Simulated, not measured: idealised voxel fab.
Herein follows the process module entitled voxel transistor to metal.
Cross-section cut spans 190 nm and uses square cells 5 nm in size.
If you're reading a cross-section in this doc, picture square cells in a grid; it comes to you as bands, top ones listed first down to the bottom, and a band can be one or more rows of cells.
Band entry format. Leading values: height of top, height of bottom, nm. Remainder: materials in left-to-right order, each with its width in nm. Special words: "edge to edge" on a single material, which then fills the band edge to edge; "air", empty space.
Height reference: 0 = level under which incoming wafer is all one material. Lowest band: no bottom, runs on downward, e.g. "0 and below".
Per-row width for "30..40": begins at first number (top row of band), ends at second number (bottom row), increment between rows held constant.
What does "nothing changed" mean for a step? It means no cell of the cross-section changed in that step.
"Closed-off voids" means: voids of 8 cells or more that are shut off from the top with no open way through. Written width x height at distance, distance from the left edge, in nm.
Step line, after settings: the simulator's comment on this step.
overlay nm: right-of-plan distance of the mask on a masked step; negative values mean left-of-plan.
-- The process steps that were planned are listed below
1: RECEIVE [material Si]
2: OXIDIZE [depth nm 5]
3: CONFORMAL_DEP [material SiN] [thk nm 15]
4: DIRECTIONAL_DEP [material aC] [thk nm 10]
5: PATTERN [tone cover] [mask id ACTIVE] [material resist] [width nm 110] [thk nm 30] [overlay nm 0]
6: DIRECTIONAL_ETCH [etch materials aC] [depth nm 10]
7: STRIP [etch materials resist]
8: DIRECTIONAL_ETCH [etch materials SiN] [depth nm 15]
9: DIRECTIONAL_ETCH [etch materials SiO2] [depth nm 5]
10: DIRECTIONAL_ETCH [etch materials Si] [depth nm 25]
11: STRIP [etch materials aC]
12: OXIDIZE [depth nm 5]
13: FILL_DEP [material SiO2] [thk nm 10]
14: CMP [height nm 15]
15: SELECTIVE_ETCH [etch materials SiO2] [depth nm 10]
16: STRIP [etch materials SiN]
17: SELECTIVE_ETCH [etch materials SiO2] [depth nm 5]
18: OXIDIZE [depth nm 5]
19: DIRECTIONAL_DEP [material polySi] [thk nm 20]
20: DIRECTIONAL_DEP [material SiCN] [thk nm 15]
21: PATTERN [tone cover] [mask id GATE] [material resist] [width nm 20] [thk nm 15] [overlay nm 0]
22: DIRECTIONAL_ETCH [etch materials SiCN] [depth nm 25]
23: DIRECTIONAL_ETCH [etch materials polySi] [depth nm 30]
24: STRIP [etch materials resist]
25: CONFORMAL_DEP [material SiN] [thk nm 5]
26: DIRECTIONAL_ETCH [etch materials SiN] [depth nm 5]
27: DIRECTIONAL_ETCH [etch materials SiO2] [depth nm 5]
28: EPI [material pSi] [thk nm 5]
29: FILL_DEP [material SiO2] [thk nm 10]
30: CMP [height nm 30]
31: DIRECTIONAL_DEP [material SiO2] [thk nm 15]
32: DIRECTIONAL_DEP [material aC] [thk nm 15]
33: PATTERN [tone open] [mask id CONTACT] [material resist] [width nm 35] [pitch nm 65] [thk nm 35] [overlay nm 0]
34: DIRECTIONAL_ETCH [etch materials aC] [depth nm 15]
35: STRIP [etch materials resist]
36: DIRECTIONAL_ETCH [etch materials SiO2] [depth nm 50]
37: STRIP [etch materials aC]
38: CONFORMAL_DEP [material TiN] [thk nm 5]
39: FILL_DEP [material Ru] [thk nm 10]
40: CMP [height nm 45]
41: CONFORMAL_DEP [material SiCN] [thk nm 5]
42: DIRECTIONAL_DEP [material lowk] [thk nm 25]
43: DIRECTIONAL_DEP [material aC] [thk nm 10]
44: PATTERN [tone open] [mask id METAL_1] [material resist] [width nm 20] [pitch nm 80] [thk nm 25] [overlay nm 0]
45: DIRECTIONAL_ETCH [etch materials aC] [depth nm 10]
46: STRIP [etch materials resist]
47: DIRECTIONAL_ETCH [etch materials lowk] [depth nm 25]
48: DIRECTIONAL_ETCH [etch materials SiCN] [depth nm 5]
49: STRIP [etch materials aC]
50: CONFORMAL_DEP [material TiN] [thk nm 5]
51: FILL_DEP [material Cu] [thk nm 5]
52: CMP [height nm 75]
53: CONFORMAL_DEP [material SiCN] [thk nm 5]
-- Delivered wafer in cross-section: state after step 1
  0 and below | Si edge to edge
  Closed-off voids: none
-- Result of the module, cross-sectioned: start per above, plan per above, one error in how it was run
  80 down to 75 | SiCN edge to edge
  75 down to 50 | lowk 45 nm, then TiN 5 nm, then SiN 10 nm, then TiN 5 nm, then lowk 60 nm, then TiN 5 nm, then SiN 10 nm, then TiN 5 nm, then lowk 45 nm
  50 down to 45 | SiCN 45 nm, then TiN 20 nm, then SiCN 60 nm, then TiN 20 nm, then SiCN 45 nm
  45 down to 30 | SiO2 45 nm, then TiN 5 nm, then Ru 25 nm, then TiN 5 nm, then SiO2 30 nm, then TiN 5 nm, then Ru 25 nm, then TiN 5 nm, then SiO2 45 nm
  30 down to 15 | SiO2 45 nm, then TiN 5 nm, then Ru 25 nm, then TiN 5 nm, then SiN 5 nm, then SiCN 20 nm, then SiN 5 nm, then TiN 5 nm, then Ru 25 nm, then TiN 5 nm, then SiO2 45 nm
  15 down to 0 | SiO2 45 nm, then TiN 5 nm, then Ru 25 nm, then TiN 5 nm, then SiN 5 nm, then polySi 20 nm, then SiN 5 nm, then TiN 5 nm, then Ru 25 nm, then TiN 5 nm, then SiO2 45 nm
  0 down to -5 | SiO2 35 nm, then SiN 5 nm, then SiO2 5 nm, then TiN 35 nm, then SiN 5 nm, then polySi 20 nm, then SiN 5 nm, then TiN 35 nm, then SiO2 5 nm, then SiN 5 nm, then SiO2 35 nm
  -5 down to -10 | SiO2 40 nm, then pSi 40 nm, then SiO2 30 nm, then pSi 40 nm, then SiO2 40 nm
  -10 down to -35 | SiO2 45 nm, then Si 100 nm, then SiO2 45 nm
  -35 and below | Si edge to edge
  Closed-off voids: none
Plan not followed: step 51 did not use the planned setting and instead ran as FILL_DEP [material SiN] [thk nm 5]
